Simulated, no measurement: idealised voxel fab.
Process module, titled voxel capacitor over wiring
In the cross-section labelled cut, the width is 205 nm and each square cell is 5 nm.
A cross-section is a grid of square cells, given in bands from the top down. A band is one or more rows of cells.
A band entry consists of two parts. The first gives the height of the band's top and the height of its bottom, in nm. The rest lists the band's materials from left to right, each with its width in nm. A single material labelled with the word "all across" fills the band from edge to edge, and the word "empty" marks empty space.
Heights from 0 (as-received wafer is one material below). Bottom band endless downward, as "0 -> down".
So if you see something like "30 to 40" for the width, read it as the top row of the band sitting at the first number and the bottom row at the second, with every row in between moving by the same amount as the last.
Step marked "no modification"? Then no cell in the cross-section changed in it.
Listed in "Fully enclosed voids": every empty space of 8 or more cells without an open way to the top. Form: width x height at distance, the distance being from the left edge, all in nm.
Post-settings text on a step line: simulator's own remark regarding the step.
The setting "overlay nm" may be written on the line of a step. When the step uses a mask, the value reports how far to the right of the planned place the mask lay, and a negative value reports that it lay to the left.

**These are the steps we planned for the process**
1. RECEIVE,material Si
2. CONFORMAL_DEP,material SiO2,thk nm 10
3. CONFORMAL_DEP,material SiCN,thk nm 5
4. DIRECTIONAL_DEP,material SiO2,thk nm 25
5. MASKED_ETCH,tone open,mask id METAL_1,width nm 20,pitch nm 75,etch materials SiO2,depth nm 25,overlay nm 0
6. MASKED_ETCH,tone open,mask id METAL_1,width nm 20,pitch nm 75,etch materials SiCN,depth nm 5,overlay nm 0
7. CONFORMAL_DEP,material TiN,thk nm 5
8. FILL_DEP,material Cu,thk nm 5
9. CMP,height nm 40
10. CONFORMAL_DEP,material SiCN,thk nm 5
11. DIRECTIONAL_DEP,material lowk,thk nm 20
12. PATTERN,tone open,mask id PLUG_1,material resist,width nm 15,thk nm 20,overlay nm 0
13. DIRECTIONAL_ETCH,etch materials lowk,depth nm 20
14. DIRECTIONAL_ETCH,etch materials SiCN,depth nm 5
15. STRIP,etch materials resist
16. EPI,material Ru,thk nm 10
17. EPI,material Ru,thk nm 10
18. EPI,material Ru,thk nm 5
19. DIRECTIONAL_DEP,material TiN,thk nm 10
20. DIRECTIONAL_DEP,material SiN,thk nm 5
21. DIRECTIONAL_DEP,material TiN,thk nm 10
22. PATTERN,tone cover,mask id UPPER_PLATE,material resist,width nm 60,thk nm 15,overlay nm 0
23. DIRECTIONAL_ETCH,etch materials TiN,depth nm 10
24. DIRECTIONAL_ETCH,etch materials SiN,depth nm 5
25. STRIP,etch materials resist
26. DIRECTIONAL_DEP,material aC,thk nm 15
27. PATTERN,tone cover,mask id LOWER_PLATE,material resist,width nm 70,thk nm 30,overlay nm 0
28. DIRECTIONAL_ETCH,etch materials aC,depth nm 15
29. STRIP,etch materials resist
30. DIRECTIONAL_ETCH,etch materials TiN,depth nm 10
31. STRIP,etch materials aC
32. FILL_DEP,material SiO2,thk nm 15
33. CMP,height nm 100
34. PATTERN,tone open,mask id PLUG_2,material resist,width nm 15,thk nm 15,overlay nm 0
35. DIRECTIONAL_ETCH,etch materials SiO2,depth nm 10
36. STRIP,etch materials resist
37. CONFORMAL_DEP,material TiN,thk nm 5
38. FILL_DEP,material Ru,thk nm 5
39. CMP,height nm 100
40. CONFORMAL_DEP,material SiCN,thk nm 5
The value of thk nm given for step 10 in the plan refers to the first wafer; the wafers vary in this setting and are alike at the start.

**Cross-sectional view of the first of several wafers in the as-received condition, corresponding to the state following step 1**
- 0 -> down = Si all across
- Fully enclosed voids: none

**Quick look at the cross-section of the first of several wafers after step 40, which wraps up the module**
- 105 -> 100 = SiCN all across
- 100 -> 95 = 70 nm SiO2, 5 nm TiN, 5 nm Ru, 5 nm TiN, 120 nm SiO2
- 95 -> 90 = 70 nm SiO2, 15 nm TiN, 120 nm SiO2
- 90 -> 80 = 60 nm SiO2, 60 nm TiN, 85 nm SiO2
- 80 -> 75 = 60 nm SiO2, 60 nm SiN, 85 nm SiO2
- 75 -> 65 = 55 nm SiO2, 70 nm TiN, 80 nm SiO2
- 65 -> 45 = 60 nm lowk, 15 nm Ru, 130 nm lowk
- 45 -> 40 = 60 nm SiCN, 15 nm Ru, 130 nm SiCN
- 40 -> 15 = 55 nm SiO2, 5 nm TiN, 10 nm Cu, 5 nm TiN, 55 nm SiO2, 5 nm TiN, 10 nm Cu, 5 nm TiN, 55 nm SiO2
- 15 -> 10 = 55 nm SiCN, 20 nm TiN, 55 nm SiCN, 20 nm TiN, 55 nm SiCN
- 10 -> 0 = SiO2 all across
- 0 -> down = Si all across
- Fully enclosed voids: none

**Last wafer, end of module, cross-section**
- 105 -> 100 = SiCN all across
- 100 -> 95 = 70 nm SiO2, 50 nm TiN, 85 nm SiO2
- 95 -> 90 = 70 nm SiO2, 5 nm TiN, 45 nm SiN, 85 nm SiO2
- 90 -> 80 = 55 nm SiO2, 5 nm TiN, 15 nm SiO2, 50 nm TiN, 80 nm SiO2
- 80 -> 70 = 60 nm lowk, 15 nm TiN, 130 nm lowk
- 70 -> 65 = 60 nm lowk, 15 nm SiN, 130 nm lowk
- 65 -> 60 = 60 nm lowk, 15 nm TiN, 130 nm lowk
- 60 -> 55 = 60 nm SiCN, 15 nm TiN, 130 nm SiCN
- 55 -> 40 = SiCN all across
- 40 -> 15 = 55 nm SiO2, 5 nm TiN, 10 nm Cu, 5 nm TiN, 55 nm SiO2, 5 nm TiN, 10 nm Cu, 5 nm TiN, 55 nm SiO2
- 15 -> 10 = 55 nm SiCN, 20 nm TiN, 55 nm SiCN, 20 nm TiN, 55 nm SiCN
- 10 -> 0 = SiO2 all across
- 0 -> down = Si all across
- Fully enclosed voids: none

**Wafer rows, end of module: cells per material gained (+) or lost (-) since receipt; closed voids last**
thk nm 5 | +20 Cu | +16 Ru | +112 SiCN | +12 SiN | +464 SiO2 | +85 TiN | +152 lowk | Fully enclosed voids: none
thk nm 10 | +20 Cu | +153 SiCN | +12 SiN | +440 SiO2 | +84 TiN | +152 lowk | Fully enclosed voids: none
thk nm 15 | +20 Cu | +194 SiCN | +12 SiN | +401 SiO2 | +82 TiN | +152 lowk | Fully enclosed voids: none
thk nm 20 | +20 Cu | +235 SiCN | +12 SiN | +369 SiO2 | +73 TiN | +152 lowk | Fully enclosed voids: none
